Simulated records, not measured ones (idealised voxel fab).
Module name: voxel trench capacitor (process module)
Shown is cross-section cut, with a width of 225 nm and square cells of size 5 nm.
Bands, listed from the top down, are how a cross-section gets written in this document; the cross-section itself is a grid of square cells, and a band is one or more rows of them.
Read a band's entry like this: the first values are the height of its top and the height of its bottom in nm, and what follows is the sequence of materials from left to right, each with its width in nm. Note that "empty" is empty space, and that a single material marked "everywhere" reaches across the band from edge to edge.
The reference from which all heights are counted is 0, the level beneath which the as-received wafer is entirely one material; the lowest band, having no lower bound, proceeds downward and is written after the example "0 nm and below".
The notation "30..40" denotes a width that varies across the rows of cells in the band, beginning at the first number in the top row, finishing at the second number in the bottom row, and changing by an identical amount from each row to the next.
Step marked "remained the same"? Then no cell in the cross-section changed in it.
Voids not open to the top, 8 cells minimum: see "Trapped cavities". Written width x height at distance; distance is from the left edge; nm.
Where a step's line continues beyond its settings, the continuation is a remark by the simulator itself on that step.
overlay nm: right-of-plan distance of the mask on a masked step; negative values mean left-of-plan.
The remainder of this document consists of a sequence of paired cross-sections. Each pair presents the cross-section prior to one process step together with the cross-section following it, the latter being rendered only as deep as the lowest band that underwent change. The intervening step, together with its settings, is stated beneath each pair. Because the pairs may originate from different runs of this module on the same starting wafer, a given pair is to be read as continuing from the preceding pair only where its entry headed "Pre-processing view" so indicates.

**Pre-processing view**
0 nm and below | Si everywhere
Trapped cavities: none

**Post-Process Section**
5 nm to 0 nm | SiN everywhere
At heights below 0, the structure remains unaltered.
Trapped cavities: none
Upper to lower cross-section via CONFORMAL_DEP (material SiN; thk nm 5)

Pre-processing view: cross-section not repeated; it is the one shown after the step in the pair just above.

**Post-Process Section**
25 nm to 5 nm | resist (40); empty (30); resist (25); empty (30); resist (25); empty (30); resist (45)
At heights below 5, the structure remains unaltered.
Trapped cavities: none
Upper to lower cross-section via PATTERN (tone open; mask id TRENCH; material resist; width nm 30; pitch nm 55; thk nm 20; overlay nm 0)

Pre-processing view: cross-section not repeated; it is the one shown after the step in the pair just above.

**Post-Process Section**
25 nm to 5 nm | resist (40); empty (30); resist (25); empty (30); resist (25); empty (30); resist (45)
5 nm to 0 nm | SiN (40); empty (30); SiN (25); empty (30); SiN (25); empty (30); SiN (45)
At heights below 0, the structure remains unaltered.
Trapped cavities: none
Upper to lower cross-section via DIRECTIONAL_ETCH (etch materials SiN; depth nm 5)

Pre-processing view: cross-section not repeated; it is the one shown after the step in the pair just above.

**Post-Process Section**
25 nm to 5 nm | resist (40); empty (30); resist (25); empty (30); resist (25); empty (30); resist (45)
5 nm to 0 nm | SiN (40); empty (30); SiN (25); empty (30); SiN (25); empty (30); SiN (45)
0 nm to -35 nm | Si (40); empty (30); Si (25); empty (30); Si (25); empty (30); Si (45)
At heights below -35, the structure remains unaltered.
Trapped cavities: none
Upper to lower cross-section via DIRECTIONAL_ETCH (etch materials Si; depth nm 35)

Pre-processing view: cross-section not repeated; it is the one shown after the step in the pair just above.

**Post-Process Section**
5 nm to 0 nm | SiN (40); empty (30); SiN (25); empty (30); SiN (25); empty (30); SiN (45)
At heights below 0, the structure remains unaltered.
Trapped cavities: none
Upper to lower cross-section via STRIP (etch materials resist)

Pre-processing view: cross-section not repeated; it is the one shown after the step in the pair just above.

**Post-Process Section**
10 nm to 5 nm | Al2O3 (45); empty (20); Al2O3 (35); empty (20); Al2O3 (35); empty (20); Al2O3 (50)
5 nm to 0 nm | SiN (40); Al2O3 (5); empty (20); Al2O3 (5); SiN (25); Al2O3 (5); empty (20); Al2O3 (5); SiN (25); Al2O3 (5); empty (20); Al2O3 (5); SiN (45)
0 nm to -30 nm | Si (40); Al2O3 (5); empty (20); Al2O3 (5); Si (25); Al2O3 (5); empty (20); Al2O3 (5); Si (25); Al2O3 (5); empty (20); Al2O3 (5); Si (45)
-30 nm to -35 nm | Si (40); Al2O3 (30); Si (25); Al2O3 (30); Si (25); Al2O3 (30); Si (45)
At heights below -35, the structure remains unaltered.
Trapped cavities: none
Upper to lower cross-section via CONFORMAL_DEP (material Al2O3; thk nm 5)

Pre-processing view: cross-section not repeated; it is the one shown after the step in the pair just above.

**Post-Process Section**
15 nm to 10 nm | TiN (50); empty (10); TiN (45); empty (10); TiN (45); empty (10); TiN (55)
10 nm to 5 nm | Al2O3 (45); TiN (5); empty (10); TiN (5); Al2O3 (35); TiN (5); empty (10); TiN (5); Al2O3 (35); TiN (5); empty (10); TiN (5); Al2O3 (50)
5 nm to 0 nm | SiN (40); Al2O3 (5); TiN (5); empty (10); TiN (5); Al2O3 (5); SiN (25); Al2O3 (5); TiN (5); empty (10); TiN (5); Al2O3 (5); SiN (25); Al2O3 (5); TiN (5); empty (10); TiN (5); Al2O3 (5); SiN (45)
0 nm to -25 nm | Si (40); Al2O3 (5); TiN (5); empty (10); TiN (5); Al2O3 (5); Si (25); Al2O3 (5); TiN (5); empty (10); TiN (5); Al2O3 (5); Si (25); Al2O3 (5); TiN (5); empty (10); TiN (5); Al2O3 (5); Si (45)
-25 nm to -30 nm | Si (40); Al2O3 (5); TiN (20); Al2O3 (5); Si (25); Al2O3 (5); TiN (20); Al2O3 (5); Si (25); Al2O3 (5); TiN (20); Al2O3 (5); Si (45)
At heights below -30, the structure remains unaltered.
Trapped cavities: none
Upper to lower cross-section via CONFORMAL_DEP (material TiN; thk nm 5)

Pre-processing view: cross-section not repeated; it is the one shown after the step in the pair just above.

**Post-Process Section**
20 nm to 15 nm | W everywhere
15 nm to 10 nm | TiN (50); W (10); TiN (45); W (10); TiN (45); W (10); TiN (55)
10 nm to 5 nm | Al2O3 (45); TiN (5); W (10); TiN (5); Al2O3 (35); TiN (5); W (10); TiN (5); Al2O3 (35); TiN (5); W (10); TiN (5); Al2O3 (50)
5 nm to 0 nm | SiN (40); Al2O3 (5); TiN (5); W (10); TiN (5); Al2O3 (5); SiN (25); Al2O3 (5); TiN (5); W (10); TiN (5); Al2O3 (5); SiN (25); Al2O3 (5); TiN (5); W (10); TiN (5); Al2O3 (5); SiN (45)
0 nm to -25 nm | Si (40); Al2O3 (5); TiN (5); W (10); TiN (5); Al2O3 (5); Si (25); Al2O3 (5); TiN (5); W (10); TiN (5); Al2O3 (5); Si (25); Al2O3 (5); TiN (5); W (10); TiN (5); Al2O3 (5); Si (45)
At heights below -25, the structure remains unaltered.
Trapped cavities: none
Upper to lower cross-section via FILL_DEP (material W; thk nm 5)

Pre-processing view: cross-section not repeated; it is the one shown after the step in the pair just above.

**Post-Process Section**
5 nm to 0 nm | SiN (40); Al2O3 (5); TiN (5); W (10); TiN (5); Al2O3 (5); SiN (25); Al2O3 (5); TiN (5); W (10); TiN (5); Al2O3 (5); SiN (25); Al2O3 (5); TiN (5); W (10); TiN (5); Al2O3 (5); SiN (45)
At heights below 0, the structure remains unaltered.
Trapped cavities: none
Upper to lower cross-section via CMP (height nm 5)

**Pre-processing view**
25 nm to 5 nm | resist (40); empty (30); resist (25); empty (30); resist (25); empty (30); resist (45)
5 nm to 0 nm | SiN (40); empty (30); SiN (25); empty (30); SiN (25); empty (30); SiN (45)
0 nm to -35 nm | Si (40); empty (30); Si (25); empty (30); Si (25); empty (30); Si (45)
-35 nm and below | Si everywhere
Trapped cavities: none

**Post-Process Section**
25 nm to 5 nm | resist (40); empty (30); resist (25); empty (30); resist (25); empty (30); resist (45)
5 nm to 0 nm | SiN (40); empty (30); SiN (25); empty (30); SiN (25); empty (30); SiN (45)
0 nm to -70 nm | Si (40); empty (30); Si (25); empty (30); Si (25); empty (30); Si (45)
At heights below -70, the structure remains unaltered.
Trapped cavities: none
Upper to lower cross-section via DIRECTIONAL_ETCH (etch materials Si; depth nm 35)

Pre-processing view: cross-section not repeated; it is the one shown after the step in the pair just above.

**Post-Process Section**
5 nm to 0 nm | SiN (40); empty (30); SiN (25); empty (30); SiN (25); empty (30); SiN (45)
At heights below 0, the structure remains unaltered.
Trapped cavities: none
Upper to lower cross-section via STRIP (etch materials resist)

Pre-processing view: cross-section not repeated; it is the one shown after the step in the pair just above.

**Post-Process Section**
10 nm to 5 nm | Al2O3 (45); empty (20); Al2O3 (35); empty (20); Al2O3 (35); empty (20); Al2O3 (50)
5 nm to 0 nm | SiN (40); Al2O3 (5); empty (20); Al2O3 (5); SiN (25); Al2O3 (5); empty (20); Al2O3 (5); SiN (25); Al2O3 (5); empty (20); Al2O3 (5); SiN (45)
0 nm to -65 nm | Si (40); Al2O3 (5); empty (20); Al2O3 (5); Si (25); Al2O3 (5); empty (20); Al2O3 (5); Si (25); Al2O3 (5); empty (20); Al2O3 (5); Si (45)
-65 nm to -70 nm | Si (40); Al2O3 (30); Si (25); Al2O3 (30); Si (25); Al2O3 (30); Si (45)
At heights below -70, the structure remains unaltered.
Trapped cavities: none
Upper to lower cross-section via CONFORMAL_DEP (material Al2O3; thk nm 5)

Pre-processing view: cross-section not repeated; it is the one shown after the step in the pair just above.

**Post-Process Section**
15 nm to 10 nm | TiN (50); empty (10); TiN (45); empty (10); TiN (45); empty (10); TiN (55)
10 nm to 5 nm | Al2O3 (45); TiN (5); empty (10); TiN (5); Al2O3 (35); TiN (5); empty (10); TiN (5); Al2O3 (35); TiN (5); empty (10); TiN (5); Al2O3 (50)
5 nm to 0 nm | SiN (40); Al2O3 (5); TiN (5); empty (10); TiN (5); Al2O3 (5); SiN (25); Al2O3 (5); TiN (5); empty (10); TiN (5); Al2O3 (5); SiN (25); Al2O3 (5); TiN (5); empty (10); TiN (5); Al2O3 (5); SiN (45)
0 nm to -60 nm | Si (40); Al2O3 (5); TiN (5); empty (10); TiN (5); Al2O3 (5); Si (25); Al2O3 (5); TiN (5); empty (10); TiN (5); Al2O3 (5); Si (25); Al2O3 (5); TiN (5); empty (10); TiN (5); Al2O3 (5); Si (45)
-60 nm to -65 nm | Si (40); Al2O3 (5); TiN (20); Al2O3 (5); Si (25); Al2O3 (5); TiN (20); Al2O3 (5); Si (25); Al2O3 (5); TiN (20); Al2O3 (5); Si (45)
At heights below -65, the structure remains unaltered.
Trapped cavities: none
Upper to lower cross-section via CONFORMAL_DEP (material TiN; thk nm 5)

Pre-processing view: cross-section not repeated; it is the one shown after the step in the pair just above.

**Post-Process Section**
20 nm to 15 nm | W everywhere
15 nm to 10 nm | TiN (50); W (10); TiN (45); W (10); TiN (45); W (10); TiN (55)
10 nm to 5 nm | Al2O3 (45); TiN (5); W (10); TiN (5); Al2O3 (35); TiN (5); W (10); TiN (5); Al2O3 (35); TiN (5); W (10); TiN (5); Al2O3 (50)
5 nm to 0 nm | SiN (40); Al2O3 (5); TiN (5); W (10); TiN (5); Al2O3 (5); SiN (25); Al2O3 (5); TiN (5); W (10); TiN (5); Al2O3 (5); SiN (25); Al2O3 (5); TiN (5); W (10); TiN (5); Al2O3 (5); SiN (45)
0 nm to -60 nm | Si (40); Al2O3 (5); TiN (5); W (10); TiN (5); Al2O3 (5); Si (25); Al2O3 (5); TiN (5); W (10); TiN (5); Al2O3 (5); Si (25); Al2O3 (5); TiN (5); W (10); TiN (5); Al2O3 (5); Si (45)
At heights below -60, the structure remains unaltered.
Trapped cavities: none
Upper to lower cross-section via FILL_DEP (material W; thk nm 5)

Pre-processing view: cross-section not repeated; it is the one shown after the step in the pair just above.

**Post-Process Section**
5 nm to 0 nm | SiN (40); Al2O3 (5); TiN (5); W (10); TiN (5); Al2O3 (5); SiN (25); Al2O3 (5); TiN (5); W (10); TiN (5); Al2O3 (5); SiN (25); Al2O3 (5); TiN (5); W (10); TiN (5); Al2O3 (5); SiN (45)
At heights below 0, the structure remains unaltered.
Trapped cavities: none
Upper to lower cross-section via CMP (height nm 5)

**Pre-processing view**
5 nm to 0 nm | SiN (40); empty (30); SiN (25); empty (30); SiN (25); empty (30); SiN (45)
0 nm to -35 nm | Si (40); empty (30); Si (25); empty (30); Si (25); empty (30); Si (45)
-35 nm and below | Si everywhere
Trapped cavities: none

**Post-Process Section**
10 nm to 5 nm | TiN (45); empty (20); TiN (35); empty (20); TiN (35); empty (20); TiN (50)
5 nm to 0 nm | SiN (40); TiN (5); empty (20); TiN (5); SiN (25); TiN (5); empty (20); TiN (5); SiN (25); TiN (5); empty (20); TiN (5); SiN (45)
0 nm to -30 nm | Si (40); TiN (5); empty (20); TiN (5); Si (25); TiN (5); empty (20); TiN (5); Si (25); TiN (5); empty (20); TiN (5); Si (45)
-30 nm to -35 nm | Si (40); TiN (30); Si (25); TiN (30); Si (25); TiN (30); Si (45)
At heights below -35, the structure remains unaltered.
Trapped cavities: none
Upper to lower cross-section via CONFORMAL_DEP (material TiN; thk nm 5)

Pre-processing view: cross-section not repeated; it is the one shown after the step in the pair just above.

**Post-Process Section**
15 nm to 10 nm | Al2O3 (50); empty (10); Al2O3 (45); empty (10); Al2O3 (45); empty (10); Al2O3 (55)
10 nm to 5 nm | TiN (45); Al2O3 (5); empty (10); Al2O3 (5); TiN (35); Al2O3 (5); empty (10); Al2O3 (5); TiN (35); Al2O3 (5); empty (10); Al2O3 (5); TiN (50)
5 nm to 0 nm | SiN (40); TiN (5); Al2O3 (5); empty (10); Al2O3 (5); TiN (5); SiN (25); TiN (5); Al2O3 (5); empty (10); Al2O3 (5); TiN (5); SiN (25); TiN (5); Al2O3 (5); empty (10); Al2O3 (5); TiN (5); SiN (45)
0 nm to -25 nm | Si (40); TiN (5); Al2O3 (5); empty (10); Al2O3 (5); TiN (5); Si (25); TiN (5); Al2O3 (5); empty (10); Al2O3 (5); TiN (5); Si (25); TiN (5); Al2O3 (5); empty (10); Al2O3 (5); TiN (5); Si (45)
-25 nm to -30 nm | Si (40); TiN (5); Al2O3 (20); TiN (5); Si (25); TiN (5); Al2O3 (20); TiN (5); Si (25); TiN (5); Al2O3 (20); TiN (5); Si (45)
At heights below -30, the structure remains unaltered.
Trapped cavities: none
Upper to lower cross-section via CONFORMAL_DEP (material Al2O3; thk nm 5)

Pre-processing view: cross-section not repeated; it is the one shown after the step in the pair just above.

**Post-Process Section**
20 nm to 15 nm | W everywhere
15 nm to 10 nm | Al2O3 (50); W (10); Al2O3 (45); W (10); Al2O3 (45); W (10); Al2O3 (55)
10 nm to 5 nm | TiN (45); Al2O3 (5); W (10); Al2O3 (5); TiN (35); Al2O3 (5); W (10); Al2O3 (5); TiN (35); Al2O3 (5); W (10); Al2O3 (5); TiN (50)
5 nm to 0 nm | SiN (40); TiN (5); Al2O3 (5); W (10); Al2O3 (5); TiN (5); SiN (25); TiN (5); Al2O3 (5); W (10); Al2O3 (5); TiN (5); SiN (25); TiN (5); Al2O3 (5); W (10); Al2O3 (5); TiN (5); SiN (45)
0 nm to -25 nm | Si (40); TiN (5); Al2O3 (5); W (10); Al2O3 (5); TiN (5); Si (25); TiN (5); Al2O3 (5); W (10); Al2O3 (5); TiN (5); Si (25); TiN (5); Al2O3 (5); W (10); Al2O3 (5); TiN (5); Si (45)
At heights below -25, the structure remains unaltered.
Trapped cavities: none
Upper to lower cross-section via FILL_DEP (material W; thk nm 5)

Pre-processing view: cross-section not repeated; it is the one shown after the step in the pair just above.

**Post-Process Section**
5 nm to 0 nm | SiN (40); TiN (5); Al2O3 (5); W (10); Al2O3 (5); TiN (5); SiN (25); TiN (5); Al2O3 (5); W (10); Al2O3 (5); TiN (5); SiN (25); TiN (5); Al2O3 (5); W (10); Al2O3 (5); TiN (5); SiN (45)
At heights below 0, the structure remains unaltered.
Trapped cavities: none
Upper to lower cross-section via CMP (height nm 5)

**Pre-processing view**
20 nm to 15 nm | W everywhere
15 nm to 10 nm | TiN (50); W (10); TiN (45); W (10); TiN (45); W (10); TiN (55)
10 nm to 5 nm | Al2O3 (45); TiN (5); W (10); TiN (5); Al2O3 (35); TiN (5); W (10); TiN (5); Al2O3 (35); TiN (5); W (10); TiN (5); Al2O3 (50)
5 nm to 0 nm | SiN (40); Al2O3 (5); TiN (5); W (10); TiN (5); Al2O3 (5); SiN (25); Al2O3 (5); TiN (5); W (10); TiN (5); Al2O3 (5); SiN (25); Al2O3 (5); TiN (5); W (10); TiN (5); Al2O3 (5); SiN (45)
0 nm to -25 nm | Si (40); Al2O3 (5); TiN (5); W (10); TiN (5); Al2O3 (5); Si (25); Al2O3 (5); TiN (5); W (10); TiN (5); Al2O3 (5); Si (25); Al2O3 (5); TiN (5); W (10); TiN (5); Al2O3 (5); Si (45)
-25 nm to -30 nm | Si (40); Al2O3 (5); TiN (20); Al2O3 (5); Si (25); Al2O3 (5); TiN (20); Al2O3 (5); Si (25); Al2O3 (5); TiN (20); Al2O3 (5); Si (45)
-30 nm to -35 nm | Si (40); Al2O3 (30); Si (25); Al2O3 (30); Si (25); Al2O3 (30); Si (45)
-35 nm and below | Si everywhere
Trapped cavities: none

**Post-Process Section**
-5 nm to -25 nm | Si (40); Al2O3 (5); TiN (5); W (10); TiN (5); Al2O3 (5); Si (25); Al2O3 (5); TiN (5); W (10); TiN (5); Al2O3 (5); Si (25); Al2O3 (5); TiN (5); W (10); TiN (5); Al2O3 (5); Si (45)
At heights below -25, the structure remains unaltered.
Trapped cavities: none
Upper to lower cross-section via CMP (height nm -5)

**Pre-processing view**
5 nm to 0 nm | SiN everywhere
0 nm and below | Si everywhere
Trapped cavities: none

**Post-Process Section**
25 nm to 5 nm | resist (45); empty (20); resist (35); empty (20); resist (35); empty (20); resist (50)
At heights below 5, the structure remains unaltered.
Trapped cavities: none
Upper to lower cross-section via PATTERN (tone open; mask id TRENCH; material resist; width nm 20; pitch nm 55; thk nm 20; overlay nm 0)

Pre-processing view: cross-section not repeated; it is the one shown after the step in the pair just above.

**Post-Process Section**
25 nm to 5 nm | resist (45); empty (20); resist (35); empty (20); resist (35); empty (20); resist (50)
5 nm to 0 nm | SiN (45); empty (20); SiN (35); empty (20); SiN (35); empty (20); SiN (50)
At heights below 0, the structure remains unaltered.
Trapped cavities: none
Upper to lower cross-section via DIRECTIONAL_ETCH (etch materials SiN; depth nm 5)

Pre-processing view: cross-section not repeated; it is the one shown after the step in the pair just above.

**Post-Process Section**
25 nm to 5 nm | resist (45); empty (20); resist (35); empty (20); resist (35); empty (20); resist (50)
5 nm to 0 nm | SiN (45); empty (20); SiN (35); empty (20); SiN (35); empty (20); SiN (50)
0 nm to -35 nm | Si (45); empty (20); Si (35); empty (20); Si (35); empty (20); Si (50)
At heights below -35, the structure remains unaltered.
Trapped cavities: none
Upper to lower cross-section via DIRECTIONAL_ETCH (etch materials Si; depth nm 35)

Pre-processing view: cross-section not repeated; it is the one shown after the step in the pair just above.

**Post-Process Section**
5 nm to 0 nm | SiN (45); empty (20); SiN (35); empty (20); SiN (35); empty (20); SiN (50)
At heights below 0, the structure remains unaltered.
Trapped cavities: none
Upper to lower cross-section via STRIP (etch materials resist)

Pre-processing view: cross-section not repeated; it is the one shown after the step in the pair just above.

**Post-Process Section**
10 nm to 5 nm | Al2O3 (50); empty (10); Al2O3 (45); empty (10); Al2O3 (45); empty (10); Al2O3 (55)
5 nm to 0 nm | SiN (45); Al2O3 (5); empty (10); Al2O3 (5); SiN (35); Al2O3 (5); empty (10); Al2O3 (5); SiN (35); Al2O3 (5); empty (10); Al2O3 (5); SiN (50)
0 nm to -30 nm | Si (45); Al2O3 (5); empty (10); Al2O3 (5); Si (35); Al2O3 (5); empty (10); Al2O3 (5); Si (35); Al2O3 (5); empty (10); Al2O3 (5); Si (50)
-30 nm to -35 nm | Si (45); Al2O3 (20); Si (35); Al2O3 (20); Si (35); Al2O3 (20); Si (50)
At heights below -35, the structure remains unaltered.
Trapped cavities: none
Upper to lower cross-section via CONFORMAL_DEP (material Al2O3; thk nm 5)

Pre-processing view: cross-section not repeated; it is the one shown after the step in the pair just above.

**Post-Process Section**
15 nm to 10 nm | TiN everywhere
10 nm to 5 nm | Al2O3 (50); TiN (10); Al2O3 (45); TiN (10); Al2O3 (45); TiN (10); Al2O3 (55)
5 nm to 0 nm | SiN (45); Al2O3 (5); TiN (10); Al2O3 (5); SiN (35); Al2O3 (5); TiN (10); Al2O3 (5); SiN (35); Al2O3 (5); TiN (10); Al2O3 (5); SiN (50)
0 nm to -30 nm | Si (45); Al2O3 (5); TiN (10); Al2O3 (5); Si (35); Al2O3 (5); TiN (10); Al2O3 (5); Si (35); Al2O3 (5); TiN (10); Al2O3 (5); Si (50)
At heights below -30, the structure remains unaltered.
Trapped cavities: none
Upper to lower cross-section via CONFORMAL_DEP (material TiN; thk nm 5)

Pre-processing view: cross-section not repeated; it is the one shown after the step in the pair just above.

**Post-Process Section**
20 nm to 15 nm | W everywhere
At heights below 15, the structure remains unaltered.
Trapped cavities: none
Upper to lower cross-section via FILL_DEP (material W; thk nm 5)

Pre-processing view: cross-section not repeated; it is the one shown after the step in the pair just above.

**Post-Process Section**
5 nm to 0 nm | SiN (45); Al2O3 (5); TiN (10); Al2O3 (5); SiN (35); Al2O3 (5); TiN (10); Al2O3 (5); SiN (35); Al2O3 (5); TiN (10); Al2O3 (5); SiN (50)
At heights below 0, the structure remains unaltered.
Trapped cavities: none
Upper to lower cross-section via CMP (height nm 5)

**Pre-processing view**
5 nm to 0 nm | SiN everywhere
0 nm and below | Si everywhere
Trapped cavities: none

**Post-Process Section**
25 nm to 5 nm | resist (30); empty (30); resist (25); empty (30); resist (25); empty (30); resist (55)
At heights below 5, the structure remains unaltered.
Trapped cavities: none
Upper to lower cross-section via PATTERN (tone open; mask id TRENCH; material resist; width nm 30; pitch nm 55; thk nm 20; overlay nm -10)

Pre-processing view: cross-section not repeated; it is the one shown after the step in the pair just above.

**Post-Process Section**
25 nm to 5 nm | resist (30); empty (30); resist (25); empty (30); resist (25); empty (30); resist (55)
5 nm to 0 nm | SiN (30); empty (30); SiN (25); empty (30); SiN (25); empty (30); SiN (55)
At heights below 0, the structure remains unaltered.
Trapped cavities: none
Upper to lower cross-section via DIRECTIONAL_ETCH (etch materials SiN; depth nm 5)

Pre-processing view: cross-section not repeated; it is the one shown after the step in the pair just above.

**Post-Process Section**
25 nm to 5 nm | resist (30); empty (30); resist (25); empty (30); resist (25); empty (30); resist (55)
5 nm to 0 nm | SiN (30); empty (30); SiN (25); empty (30); SiN (25); empty (30); SiN (55)
0 nm to -35 nm | Si (30); empty (30); Si (25); empty (30); Si (25); empty (30); Si (55)
At heights below -35, the structure remains unaltered.
Trapped cavities: none
Upper to lower cross-section via DIRECTIONAL_ETCH (etch materials Si; depth nm 35)

Pre-processing view: cross-section not repeated; it is the one shown after the step in the pair just above.

**Post-Process Section**
5 nm to 0 nm | SiN (30); empty (30); SiN (25); empty (30); SiN (25); empty (30); SiN (55)
At heights below 0, the structure remains unaltered.
Trapped cavities: none
Upper to lower cross-section via STRIP (etch materials resist)

Pre-processing view: cross-section not repeated; it is the one shown after the step in the pair just above.

**Post-Process Section**
10 nm to 5 nm | Al2O3 (35); empty (20); Al2O3 (35); empty (20); Al2O3 (35); empty (20); Al2O3 (60)
5 nm to 0 nm | SiN (30); Al2O3 (5); empty (20); Al2O3 (5); SiN (25); Al2O3 (5); empty (20); Al2O3 (5); SiN (25); Al2O3 (5); empty (20); Al2O3 (5); SiN (55)
0 nm to -30 nm | Si (30); Al2O3 (5); empty (20); Al2O3 (5); Si (25); Al2O3 (5); empty (20); Al2O3 (5); Si (25); Al2O3 (5); empty (20); Al2O3 (5); Si (55)
-30 nm to -35 nm | Si (30); Al2O3 (30); Si (25); Al2O3 (30); Si (25); Al2O3 (30); Si (55)
At heights below -35, the structure remains unaltered.
Trapped cavities: none
Upper to lower cross-section via CONFORMAL_DEP (material Al2O3; thk nm 5)

Pre-processing view: cross-section not repeated; it is the one shown after the step in the pair just above.

**Post-Process Section**
15 nm to 10 nm | TiN (40); empty (10); TiN (45); empty (10); TiN (45); empty (10); TiN (65)
10 nm to 5 nm | Al2O3 (35); TiN (5); empty (10); TiN (5); Al2O3 (35); TiN (5); empty (10); TiN (5); Al2O3 (35); TiN (5); empty (10); TiN (5); Al2O3 (60)
5 nm to 0 nm | SiN (30); Al2O3 (5); TiN (5); empty (10); TiN (5); Al2O3 (5); SiN (25); Al2O3 (5); TiN (5); empty (10); TiN (5); Al2O3 (5); SiN (25); Al2O3 (5); TiN (5); empty (10); TiN (5); Al2O3 (5); SiN (55)
0 nm to -25 nm | Si (30); Al2O3 (5); TiN (5); empty (10); TiN (5); Al2O3 (5); Si (25); Al2O3 (5); TiN (5); empty (10); TiN (5); Al2O3 (5); Si (25); Al2O3 (5); TiN (5); empty (10); TiN (5); Al2O3 (5); Si (55)
-25 nm to -30 nm | Si (30); Al2O3 (5); TiN (20); Al2O3 (5); Si (25); Al2O3 (5); TiN (20); Al2O3 (5); Si (25); Al2O3 (5); TiN (20); Al2O3 (5); Si (55)
At heights below -30, the structure remains unaltered.
Trapped cavities: none
Upper to lower cross-section via CONFORMAL_DEP (material TiN; thk nm 5)

Pre-processing view: cross-section not repeated; it is the one shown after the step in the pair just above.

**Post-Process Section**
20 nm to 15 nm | W everywhere
15 nm to 10 nm | TiN (40); W (10); TiN (45); W (10); TiN (45); W (10); TiN (65)
10 nm to 5 nm | Al2O3 (35); TiN (5); W (10); TiN (5); Al2O3 (35); TiN (5); W (10); TiN (5); Al2O3 (35); TiN (5); W (10); TiN (5); Al2O3 (60)
5 nm to 0 nm | SiN (30); Al2O3 (5); TiN (5); W (10); TiN (5); Al2O3 (5); SiN (25); Al2O3 (5); TiN (5); W (10); TiN (5); Al2O3 (5); SiN (25); Al2O3 (5); TiN (5); W (10); TiN (5); Al2O3 (5); SiN (55)
0 nm to -25 nm | Si (30); Al2O3 (5); TiN (5); W (10); TiN (5); Al2O3 (5); Si (25); Al2O3 (5); TiN (5); W (10); TiN (5); Al2O3 (5); Si (25); Al2O3 (5); TiN (5); W (10); TiN (5); Al2O3 (5); Si (55)
At heights below -25, the structure remains unaltered.
Trapped cavities: none
Upper to lower cross-section via FILL_DEP (material W; thk nm 5)

Pre-processing view: cross-section not repeated; it is the one shown after the step in the pair just above.

**Post-Process Section**
5 nm to 0 nm | SiN (30); Al2O3 (5); TiN (5); W (10); TiN (5); Al2O3 (5); SiN (25); Al2O3 (5); TiN (5); W (10); TiN (5); Al2O3 (5); SiN (25); Al2O3 (5); TiN (5); W (10); TiN (5); Al2O3 (5); SiN (55)
At heights below 0, the structure remains unaltered.
Trapped cavities: none
Upper to lower cross-section via CMP (height nm 5)

**Pre-processing view**
0 nm and below | Si everywhere
Trapped cavities: none

**Post-Process Section**
5 nm to 0 nm | Al2O3 everywhere
At heights below 0, the structure remains unaltered.
Trapped cavities: none
Upper to lower cross-section via CONFORMAL_DEP (material Al2O3; thk nm 5)

Pre-processing view: cross-section not repeated; it is the one shown after the step in the pair just above.

**Post-Process Section**
25 nm to 5 nm | resist (40); empty (30); resist (25); empty (30); resist (25); empty (30); resist (45)
At heights below 5, the structure remains unaltered.
Trapped cavities: none
Upper to lower cross-section via PATTERN (tone open; mask id TRENCH; material resist; width nm 30; pitch nm 55; thk nm 20; overlay nm 0)

Pre-processing view: cross-section not repeated; it is the one shown after the step in the pair just above.

**Post-Process Section**
5 nm to 0 nm | Al2O3 everywhere
At heights below 0, the structure remains unaltered.
Trapped cavities: none
Upper to lower cross-section via STRIP (etch materials resist)

Pre-processing view: cross-section not repeated; it is the one shown after the step in the pair just above.

**Post-Process Section**
10 nm to 0 nm | Al2O3 everywhere
At heights below 0, the structure remains unaltered.
Trapped cavities: none
Upper to lower cross-section via CONFORMAL_DEP (material Al2O3; thk nm 5)

Pre-processing view: cross-section not repeated; it is the one shown after the step in the pair just above.

**Post-Process Section**
15 nm to 10 nm | TiN everywhere
At heights below 10, the structure remains unaltered.
Trapped cavities: none
Upper to lower cross-section via CONFORMAL_DEP (material TiN; thk nm 5)

Pre-processing view: cross-section not repeated; it is the one shown after the step in the pair just above.

**Post-Process Section**
20 nm to 15 nm | W everywhere
At heights below 15, the structure remains unaltered.
Trapped cavities: none
Upper to lower cross-section via FILL_DEP (material W; thk nm 5)

Pre-processing view: cross-section not repeated; it is the one shown after the step in the pair just above.

**Post-Process Section**
5 nm to 0 nm | Al2O3 everywhere
At heights below 0, the structure remains unaltered.
Trapped cavities: none
Upper to lower cross-section via CMP (height nm 5)

**Pre-processing view**
5 nm to 0 nm | SiN everywhere
0 nm and below | Si everywhere
Trapped cavities: none

**Post-Process Section**
25 nm to 5 nm | empty (40); resist (30); empty (25); resist (30); empty (25); resist (30); empty (45)
At heights below 5, the structure remains unaltered.
Trapped cavities: none
Upper to lower cross-section via PATTERN (tone cover; mask id TRENCH; material resist; width nm 30; pitch nm 55; thk nm 20; overlay nm 0)

Pre-processing view: cross-section not repeated; it is the one shown after the step in the pair just above.

**Post-Process Section**
25 nm to 5 nm | empty (40); resist (30); empty (25); resist (30); empty (25); resist (30); empty (45)
5 nm to 0 nm | empty (40); SiN (30); empty (25); SiN (30); empty (25); SiN (30); empty (45)
At heights below 0, the structure remains unaltered.
Trapped cavities: none
Upper to lower cross-section via DIRECTIONAL_ETCH (etch materials SiN; depth nm 5)

Pre-processing view: cross-section not repeated; it is the one shown after the step in the pair just above.

**Post-Process Section**
25 nm to 5 nm | empty (40); resist (30); empty (25); resist (30); empty (25); resist (30); empty (45)
5 nm to 0 nm | empty (40); SiN (30); empty (25); SiN (30); empty (25); SiN (30); empty (45)
0 nm to -35 nm | empty (40); Si (30); empty (25); Si (30); empty (25); Si (30); empty (45)
At heights below -35, the structure remains unaltered.
Trapped cavities: none
Upper to lower cross-section via DIRECTIONAL_ETCH (etch materials Si; depth nm 35)

Pre-processing view: cross-section not repeated; it is the one shown after the step in the pair just above.

**Post-Process Section**
5 nm to 0 nm | empty (40); SiN (30); empty (25); SiN (30); empty (25); SiN (30); empty (45)
At heights below 0, the structure remains unaltered.
Trapped cavities: none
Upper to lower cross-section via STRIP (etch materials resist)
